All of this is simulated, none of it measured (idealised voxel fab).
Documented hereafter: the process module known as voxel fin reveal.
Shown is cross-section cut, with a width of 285 nm and square cells of size 5 nm.
Each cross-section below is a grid of square cells, stated as bands in top-down order, with one or more rows of cells making up each band. The band entry comprises the height of the band's top followed by the height of its bottom, expressed in nm, and subsequently the band's materials from left to right, each stated together with its width in nm. Where a single material is marked with the word "full width", that material fills the band from edge to edge. The word "blank" represents empty space. Basically, 0 is our baseline, since under it the wafer straight out of the box is all one material. The bottom band has no lower end and keeps on going down, so it looks like "top 0, no bottom". Quick explanation for "30..40": the width changes in equal steps down the rows of cells, from the first number in the band's top row to the second number in its bottom row. No cell of the cross-section changed in a step that is given as "no alteration". Enclosed voids (no open way to top), threshold 8 cells or more, entry "Closed void catalog", notation width x height at distance, distance from left edge, nm. after a step's settings: what the simulator itself notes on the step. overlay nm: mask right of planned place by this much (step with mask). Neg. = left.

[This section lists the process steps that were planned]
1) RECEIVE, material Si
2) CONFORMAL_DEP, material SiN, thk nm 5
3) MASKED_ETCH, tone cover, mask id FINS, width nm 15, pitch nm 35, etch materials SiN, depth nm 10, overlay nm 0
4) MASKED_ETCH, tone cover, mask id FINS, width nm 15, pitch nm 35, etch materials Si, depth nm 30, overlay nm 0
5) OXIDIZE, depth nm 5
6) FILL_DEP, material SiO2, thk nm 15
7) CMP, height nm 10
8) SELECTIVE_ETCH, etch materials SiO2, depth nm 30
9) STRIP, etch materials SiN
The value of thk nm given for step 2 in the plan refers to the first wafer; the wafers vary in this setting and are alike at the start.

[Sectional view: first of several wafers, as received, after step 1]
	top 0, no bottom = Si full width
	Closed void catalog: none

[wafer rows; end of module; cells per material since receipt: (+) gained, (-) lost; then closed voids]
thk nm 5; -385 Si; +165 SiO2; Closed void catalog: none
thk nm 10; -385 Si; +165 SiO2; Closed void catalog: none
thk nm 15; the cross-section is unchanged in every cell; Closed void catalog: none
thk nm 20; the cross-section is unchanged in every cell; Closed void catalog: none
thk nm 25; the cross-section is unchanged in every cell; Closed void catalog: none
